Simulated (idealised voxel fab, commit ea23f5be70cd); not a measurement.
process module | voxel local oxidation
cross-section cut | 265 nm wide | cells 5 nm
A cross-section is a grid of square cells, given in bands from the top down. A band is one or more rows of cells.
Each band's line starts with the height of the band's top and of its bottom, in nm. Then come its materials from left to right, each with its width in nm. One material with "throughout" fills the band from edge to edge. "air" is empty space.
Height 0 is the level under which the wafer as received is all one material. The lowest band goes on downwards, as in "0 down".
A width such as "30 to 40" changes by the same amount from each row of cells to the next, from the band's top row to its bottom row.
"no change" after a step means that no cell of the cross-section changed.
closed voids: empty space of 8 cells or more with no open way to the top, each as width x height at its distance from the left edge, in nm
after a step's settings: what the simulator itself notes on the step
overlay nm, on a step with a mask: how far to the right of its planned place the mask lay; to the left if negative
plan
1 op RECEIVE | material Si
2 op OXIDIZE | depth nm 5
3 op CONFORMAL_DEP | material SiN | thk nm 15
4 op MASKED_ETCH | tone cover | mask id ACTIVE | width nm 105 | pitch nm 125 | etch materials SiN | depth nm 15 | overlay nm 0
5 op SELECTIVE_ETCH | etch materials SiO2 | depth nm 5
6 op OXIDIZE | depth nm 15
7 op STRIP | etch materials SiN
as received, after step 1
  0 down: Si throughout
  closed voids: none
first wafer at the end, as planned
  0 to -5: air 20 | SiO2 95 | air 30 | SiO2 95 | air 25
  -5 to -20: SiO2 35 | Si 65 | SiO2 60 | Si 65 | SiO2 40
  -20 down: Si throughout
  closed voids: none
second wafer at the end: like start, like plan, one mistake
  0 to -5: SiO2 10 | air 115 | SiO2 10 | air 115 | SiO2 15
  -5 to -20: SiO2 throughout
  -20 down: Si throughout
  closed voids: none
what went wrong: step 4 ran as: op MASKED_ETCH | tone open | mask id ACTIVE | width nm 105 | pitch nm 125 | etch materials SiN | depth nm 15 | overlay nm 0
at the end the second wafer has, in cells: 78 fewer of Si | 47 more of SiO2
